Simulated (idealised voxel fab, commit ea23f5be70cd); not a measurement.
Process module under the name voxel double patterning
Square cell edge 5 nm, section width 260 nm, ID cut.
Bands, listed from the top down, are how a cross-section gets written in this document; the cross-section itself is a grid of square cells, and a band is one or more rows of them.
What a band's entry tells you: where the top is and where the bottom is, as heights in nm, and after that what lies inside, material by material from left to right, each with its width in nm. Empty space is written as the word "air", and a single material marked with the word "throughout" occupies the band from edge to edge.
Heights are measured from 0, the level below which the as-received wafer is all one material; the lowest band has no bottom and continues downward, written as in "from 0 down".
When a width is written as two numbers, as in "30..40", the first number is the width in the top row of cells of the band and the second is the width in its bottom row, and the width changes by the same amount from each row to the next.
It should be understood that the words "no modifications", when stated for a given step, signify that the cross-section underwent no change in any of its cells during that step.
The entry titled "Completely enclosed voids" provides the empty spaces that have no open way to the top, restricted to those of 8 cells or more. Each is presented as width x height at distance, the distance being measured from the left edge, with all three in nm.
Past the settings on a step's line: simulator remark, on that step.
The "overlay nm" setting may appear on a step's line; for a step that uses a mask, it gives how far to the right of its planned position the mask lay, and a negative value indicates the left.
# The process steps that were planned are listed below
1,RECEIVE [material Si]
2,CONFORMAL_DEP [material SiO2] [thk nm 5]
3,DIRECTIONAL_DEP [material TiN] [thk nm 20]
4,DIRECTIONAL_DEP [material SiCN] [thk nm 10]
5,DIRECTIONAL_DEP [material aC] [thk nm 15]
6,PATTERN [tone open] [mask id FIRST] [material resist] [width nm 15] [pitch nm 50] [thk nm 30] [overlay nm 0]
7,DIRECTIONAL_ETCH [etch materials aC] [depth nm 15]
8,STRIP [etch materials resist]
9,DIRECTIONAL_ETCH [etch materials SiCN] [depth nm 10]
10,STRIP [etch materials aC]
11,MASKED_ETCH [tone open] [mask id SECOND] [width nm 15] [etch materials SiCN] [depth nm 10] [overlay nm 0]
12,DIRECTIONAL_ETCH [etch materials TiN] [depth nm 20]
13,STRIP [etch materials SiCN]
# As-received wafer cross-section (after step 1)
* from 0 down | Si throughout
* Completely enclosed voids: none
# What the wafer looks like in cross-section after this module, when it starts as shown above and follows the plan above but one mistake is made in running it
* from 25 to 5 | TiN: 95 / air: 15 / TiN: 10 / air: 15 / TiN: 10 / air: 15 / TiN: 100
* from 5 to 0 | aC throughout
* from 0 down | Si throughout
* Completely enclosed voids: none
What was the processing mistake? in deviation from the planned setting, step 2 was conducted as CONFORMAL_DEP [material aC] [thk nm 5]
